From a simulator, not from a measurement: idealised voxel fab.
process module | voxel capacitor over wiring
cross-section cut | 205 nm wide | cells 5 nm
A cross-section is a grid of square cells, given in bands from the top down. A band is one or more rows of cells.
Each band's line starts with the height of the band's top and of its bottom, in nm. Then come its materials from left to right, each with its width in nm. One material with "throughout" fills the band from edge to edge. "air" is empty space.
Height 0 is the level under which the wafer as received is all one material. The lowest band goes on downwards, as in "0 down".
A width such as "30 to 40" changes by the same amount from each row of cells to the next, from the band's top row to its bottom row.
"no change" after a step means that no cell of the cross-section changed.
closed voids: empty space of 8 cells or more with no open way to the top, each as width x height at its distance from the left edge, in nm
after a step's settings: what the simulator itself notes on the step
overlay nm, on a step with a mask: how far to the right of its planned place the mask lay; to the left if negative
plan
1 op RECEIVE | material Si
2 op CONFORMAL_DEP | material SiO2 | thk nm 10
3 op DIRECTIONAL_DEP | material TiN | thk nm 5
4 op DIRECTIONAL_DEP | material Ru | thk nm 20
5 op MASKED_ETCH | tone cover | mask id METAL_1 | width nm 25 | pitch nm 90 | etch materials Ru | depth nm 20 | overlay nm 0
6 op MASKED_ETCH | tone cover | mask id METAL_1 | width nm 25 | pitch nm 90 | etch materials TiN | depth nm 5 | overlay nm 0
7 op CONFORMAL_DEP | material SiN | thk nm 5
8 op FILL_DEP | material SiO2 | thk nm 10
9 op CMP | height nm 35
10 op CONFORMAL_DEP | material SiCN | thk nm 5
11 op DIRECTIONAL_DEP | material lowk | thk nm 20
12 op DIRECTIONAL_DEP | material aC | thk nm 10
13 op PATTERN | tone open | mask id PLUG_1 | material resist | width nm 15 | thk nm 30 | overlay nm 0
14 op DIRECTIONAL_ETCH | etch materials aC | depth nm 10
15 op STRIP | etch materials resist
16 op DIRECTIONAL_ETCH | etch materials lowk | depth nm 20
17 op DIRECTIONAL_ETCH | etch materials SiCN | depth nm 5
18 op STRIP | etch materials aC
19 op EPI | material Ru | thk nm 10
20 op EPI | material Ru | thk nm 10
21 op EPI | material Ru | thk nm 5
22 op DIRECTIONAL_DEP | material TiN | thk nm 10
23 op DIRECTIONAL_DEP | material SiN | thk nm 5
24 op DIRECTIONAL_DEP | material TiN | thk nm 5
25 op PATTERN | tone cover | mask id UPPER_PLATE | material resist | width nm 70 | thk nm 15 | overlay nm 0
26 op DIRECTIONAL_ETCH | etch materials TiN | depth nm 5
27 op DIRECTIONAL_ETCH | etch materials SiN | depth nm 5
28 op STRIP | etch materials resist
29 op DIRECTIONAL_DEP | material aC | thk nm 15
30 op PATTERN | tone cover | mask id LOWER_PLATE | material resist | width nm 80 | thk nm 30 | overlay nm 0
31 op DIRECTIONAL_ETCH | etch materials aC | depth nm 15
32 op STRIP | etch materials resist
33 op DIRECTIONAL_ETCH | etch materials TiN | depth nm 10
34 op STRIP | etch materials aC
35 op FILL_DEP | material SiO2 | thk nm 20
36 op CMP | height nm 95
37 op MASKED_ETCH | tone open | mask id PLUG_2 | width nm 15 | etch materials SiO2 | depth nm 15 | overlay nm 0
38 op CONFORMAL_DEP | material TiN | thk nm 5
39 op FILL_DEP | material W | thk nm 10
40 op CMP | height nm 95
41 op CONFORMAL_DEP | material SiN | thk nm 5
first wafer, as planned
as received, after step 1
  0 down: Si throughout
  closed voids: none
after step 2
  10 to 0: SiO2 throughout
  below 0: unchanged
after step 3
  15 to 10: TiN throughout
  below 10: unchanged
after step 4
  35 to 15: Ru throughout
  below 15: unchanged
after step 5
  35 to 15: air 45 | Ru 25 | air 65 | Ru 25 | air 45
  below 15: unchanged
after step 6
  35 to 15: air 45 | Ru 25 | air 65 | Ru 25 | air 45
  15 to 10: air 45 | TiN 25 | air 65 | TiN 25 | air 45
  below 10: unchanged
after step 7
  40 to 35: air 40 | SiN 35 | air 55 | SiN 35 | air 40
  35 to 15: air 40 | SiN 5 | Ru 25 | SiN 5 | air 55 | SiN 5 | Ru 25 | SiN 5 | air 40
  15 to 10: SiN 45 | TiN 25 | SiN 65 | TiN 25 | SiN 45
  below 10: unchanged
after step 8
  50 to 40: SiO2 throughout
  40 to 35: SiO2 40 | SiN 35 | SiO2 55 | SiN 35 | SiO2 40
  35 to 15: SiO2 40 | SiN 5 | Ru 25 | SiN 5 | SiO2 55 | SiN 5 | Ru 25 | SiN 5 | SiO2 40
  below 15: unchanged
after step 9
  35 to 15: SiO2 40 | SiN 5 | Ru 25 | SiN 5 | SiO2 55 | SiN 5 | Ru 25 | SiN 5 | SiO2 40
  below 15: unchanged
after step 10
  40 to 35: SiCN throughout
  below 35: unchanged
after step 11
  60 to 40: lowk throughout
  below 40: unchanged
after step 12
  70 to 60: aC throughout
  below 60: unchanged
after step 13
  100 to 70: resist 55 | air 15 | resist 135
  below 70: unchanged
after step 14
  90 to 70: resist 55 | air 15 | resist 135
  70 to 60: aC 55 | air 15 | aC 135
  below 60: unchanged
after step 15
  70 to 60: aC 55 | air 15 | aC 135
  below 60: unchanged
after step 16
  70 to 60: aC 55 | air 15 | aC 135
  60 to 40: lowk 55 | air 15 | lowk 135
  below 40: unchanged
after step 17
  70 to 60: aC 55 | air 15 | aC 135
  60 to 40: lowk 55 | air 15 | lowk 135
  40 to 35: SiCN 55 | air 15 | SiCN 135
  below 35: unchanged
after step 18
  60 to 40: lowk 55 | air 15 | lowk 135
  below 40: unchanged
after step 19
  60 to 45: lowk 55 | air 15 | lowk 135
  45 to 40: lowk 55 | Ru 15 | lowk 135
  40 to 35: SiCN 55 | Ru 15 | SiCN 135
  below 35: unchanged
after step 20
  60 to 55: lowk 55 | air 15 | lowk 135
  55 to 40: lowk 55 | Ru 15 | lowk 135
  below 40: unchanged
after step 21
  60 to 40: lowk 55 | Ru 15 | lowk 135
  below 40: unchanged
after step 22
  70 to 60: TiN throughout
  below 60: unchanged
after step 23
  75 to 70: SiN throughout
  below 70: unchanged
after step 24
  80 to 75: TiN throughout
  below 75: unchanged
after step 25
  95 to 80: air 55 | resist 70 | air 80
  below 80: unchanged
after step 26
  95 to 80: air 55 | resist 70 | air 80
  80 to 75: air 55 | TiN 70 | air 80
  below 75: unchanged
after step 27
  95 to 80: air 55 | resist 70 | air 80
  80 to 75: air 55 | TiN 70 | air 80
  75 to 70: air 55 | SiN 70 | air 80
  below 70: unchanged
after step 28
  80 to 75: air 55 | TiN 70 | air 80
  below 75: unchanged
after step 29
  95 to 85: air 55 | aC 70 | air 80
  85 to 80: aC throughout
  80 to 75: aC 55 | TiN 70 | aC 80
  75 to 70: aC 55 | SiN 70 | aC 80
  below 70: unchanged
after step 30
  125 to 95: air 50 | resist 80 | air 75
  95 to 85: air 50 | resist 5 | aC 70 | resist 5 | air 75
  below 85: unchanged
after step 31
  110 to 95: air 50 | resist 80 | air 75
  95 to 85: air 50 | resist 5 | aC 70 | resist 5 | air 75
  85 to 80: air 50 | aC 80 | air 75
  80 to 75: air 50 | aC 5 | TiN 70 | aC 5 | air 75
  75 to 70: air 50 | aC 5 | SiN 70 | aC 5 | air 75
  below 70: unchanged
after step 32
  95 to 85: air 55 | aC 70 | air 80
  below 85: unchanged
after step 33
  95 to 85: air 55 | aC 70 | air 80
  85 to 80: air 50 | aC 80 | air 75
  80 to 75: air 50 | aC 5 | TiN 70 | aC 5 | air 75
  75 to 70: air 50 | aC 5 | SiN 70 | aC 5 | air 75
  70 to 60: air 50 | TiN 80 | air 75
  below 60: unchanged
after step 34
  80 to 75: air 55 | TiN 70 | air 80
  75 to 70: air 55 | SiN 70 | air 80
  below 70: unchanged
after step 35
  100 to 80: SiO2 throughout
  80 to 75: SiO2 55 | TiN 70 | SiO2 80
  75 to 70: SiO2 55 | SiN 70 | SiO2 80
  70 to 60: SiO2 50 | TiN 80 | SiO2 75
  below 60: unchanged
after step 36
  95 to 80: SiO2 throughout
  below 80: unchanged
after step 37
  95 to 80: SiO2 65 | air 15 | SiO2 125
  below 80: unchanged
after step 38
  100 to 95: TiN 70 | air 5 | TiN 130
  95 to 85: SiO2 65 | TiN 5 | air 5 | TiN 5 | SiO2 125
  85 to 75: SiO2 65 to 55 | TiN 15 to 70 | SiO2 125 to 80
  below 75: unchanged
after step 39
  110 to 100: W throughout
  100 to 95: TiN 70 | W 5 | TiN 130
  95 to 85: SiO2 65 | TiN 5 | W 5 | TiN 5 | SiO2 125
  below 85: unchanged
after step 40
  95 to 85: SiO2 65 | TiN 5 | W 5 | TiN 5 | SiO2 125
  below 85: unchanged
after step 41
  100 to 95: SiN throughout
  below 95: unchanged
second wafer: like start, like plan, one mistake. Through step 1 it matches the first wafer
when step 2 should have ended
  10 to 0: Ru throughout
  below 0: unchanged
when step 3 should have ended
  15 to 10: TiN throughout
  below 10: unchanged
when step 4 should have ended
  35 to 15: Ru throughout
  below 15: unchanged
when step 5 should have ended
  35 to 15: air 45 | Ru 25 | air 65 | Ru 25 | air 45
  below 15: unchanged
when step 6 should have ended
  35 to 15: air 45 | Ru 25 | air 65 | Ru 25 | air 45
  15 to 10: air 45 | TiN 25 | air 65 | TiN 25 | air 45
  below 10: unchanged
when step 7 should have ended
  40 to 35: air 40 | SiN 35 | air 55 | SiN 35 | air 40
  35 to 15: air 40 | SiN 5 | Ru 25 | SiN 5 | air 55 | SiN 5 | Ru 25 | SiN 5 | air 40
  15 to 10: SiN 45 | TiN 25 | SiN 65 | TiN 25 | SiN 45
  below 10: unchanged
when step 8 should have ended
  50 to 40: SiO2 throughout
  40 to 35: SiO2 40 | SiN 35 | SiO2 55 | SiN 35 | SiO2 40
  35 to 15: SiO2 40 | SiN 5 | Ru 25 | SiN 5 | SiO2 55 | SiN 5 | Ru 25 | SiN 5 | SiO2 40
  below 15: unchanged
when step 9 should have ended
  35 to 15: SiO2 40 | SiN 5 | Ru 25 | SiN 5 | SiO2 55 | SiN 5 | Ru 25 | SiN 5 | SiO2 40
  below 15: unchanged
when step 10 should have ended
  40 to 35: SiCN throughout
  below 35: unchanged
when step 11 should have ended
  60 to 40: lowk throughout
  below 40: unchanged
when step 12 should have ended
  70 to 60: aC throughout
  below 60: unchanged
when step 13 should have ended
  100 to 70: resist 55 | air 15 | resist 135
  below 70: unchanged
when step 14 should have ended
  90 to 70: resist 55 | air 15 | resist 135
  70 to 60: aC 55 | air 15 | aC 135
  below 60: unchanged
when step 15 should have ended
  70 to 60: aC 55 | air 15 | aC 135
  below 60: unchanged
when step 16 should have ended
  70 to 60: aC 55 | air 15 | aC 135
  60 to 40: lowk 55 | air 15 | lowk 135
  below 40: unchanged
when step 17 should have ended
  70 to 60: aC 55 | air 15 | aC 135
  60 to 40: lowk 55 | air 15 | lowk 135
  40 to 35: SiCN 55 | air 15 | SiCN 135
  below 35: unchanged
when step 18 should have ended
  60 to 40: lowk 55 | air 15 | lowk 135
  below 40: unchanged
when step 19 should have ended
  60 to 45: lowk 55 | air 15 | lowk 135
  45 to 40: lowk 55 | Ru 15 | lowk 135
  40 to 35: SiCN 55 | Ru 15 | SiCN 135
  below 35: unchanged
when step 20 should have ended
  60 to 55: lowk 55 | air 15 | lowk 135
  55 to 40: lowk 55 | Ru 15 | lowk 135
  below 40: unchanged
when step 21 should have ended
  60 to 40: lowk 55 | Ru 15 | lowk 135
  below 40: unchanged
when step 22 should have ended
  70 to 60: TiN throughout
  below 60: unchanged
when step 23 should have ended
  75 to 70: SiN throughout
  below 70: unchanged
when step 24 should have ended
  80 to 75: TiN throughout
  below 75: unchanged
when step 25 should have ended
  95 to 80: air 55 | resist 70 | air 80
  below 80: unchanged
when step 26 should have ended
  95 to 80: air 55 | resist 70 | air 80
  80 to 75: air 55 | TiN 70 | air 80
  below 75: unchanged
when step 27 should have ended
  95 to 80: air 55 | resist 70 | air 80
  80 to 75: air 55 | TiN 70 | air 80
  75 to 70: air 55 | SiN 70 | air 80
  below 70: unchanged
when step 28 should have ended
  80 to 75: air 55 | TiN 70 | air 80
  below 75: unchanged
when step 29 should have ended
  95 to 85: air 55 | aC 70 | air 80
  85 to 80: aC throughout
  80 to 75: aC 55 | TiN 70 | aC 80
  75 to 70: aC 55 | SiN 70 | aC 80
  below 70: unchanged
when step 30 should have ended
  125 to 95: air 50 | resist 80 | air 75
  95 to 85: air 50 | resist 5 | aC 70 | resist 5 | air 75
  below 85: unchanged
when step 31 should have ended
  110 to 95: air 50 | resist 80 | air 75
  95 to 85: air 50 | resist 5 | aC 70 | resist 5 | air 75
  85 to 80: air 50 | aC 80 | air 75
  80 to 75: air 50 | aC 5 | TiN 70 | aC 5 | air 75
  75 to 70: air 50 | aC 5 | SiN 70 | aC 5 | air 75
  below 70: unchanged
when step 32 should have ended
  95 to 85: air 55 | aC 70 | air 80
  below 85: unchanged
when step 33 should have ended
  95 to 85: air 55 | aC 70 | air 80
  85 to 80: air 50 | aC 80 | air 75
  80 to 75: air 50 | aC 5 | TiN 70 | aC 5 | air 75
  75 to 70: air 50 | aC 5 | SiN 70 | aC 5 | air 75
  70 to 60: air 50 | TiN 80 | air 75
  below 60: unchanged
when step 34 should have ended
  80 to 75: air 55 | TiN 70 | air 80
  75 to 70: air 55 | SiN 70 | air 80
  below 70: unchanged
when step 35 should have ended
  100 to 80: SiO2 throughout
  80 to 75: SiO2 55 | TiN 70 | SiO2 80
  75 to 70: SiO2 55 | SiN 70 | SiO2 80
  70 to 60: SiO2 50 | TiN 80 | SiO2 75
  below 60: unchanged
when step 36 should have ended
  95 to 80: SiO2 throughout
  below 80: unchanged
when step 37 should have ended
  95 to 80: SiO2 65 | air 15 | SiO2 125
  below 80: unchanged
when step 38 should have ended
  100 to 95: TiN 70 | air 5 | TiN 130
  95 to 85: SiO2 65 | TiN 5 | air 5 | TiN 5 | SiO2 125
  85 to 75: SiO2 65 to 55 | TiN 15 to 70 | SiO2 125 to 80
  below 75: unchanged
when step 39 should have ended
  110 to 100: W throughout
  100 to 95: TiN 70 | W 5 | TiN 130
  95 to 85: SiO2 65 | TiN 5 | W 5 | TiN 5 | SiO2 125
  below 85: unchanged
when step 40 should have ended
  95 to 85: SiO2 65 | TiN 5 | W 5 | TiN 5 | SiO2 125
  below 85: unchanged
when step 41 should have ended
  100 to 95: SiN throughout
  below 95: unchanged
what went wrong: step 2 ran as: op CONFORMAL_DEP | material Ru | thk nm 10
at the end the second wafer has, in cells: 82 more of Ru | 82 fewer of SiO2
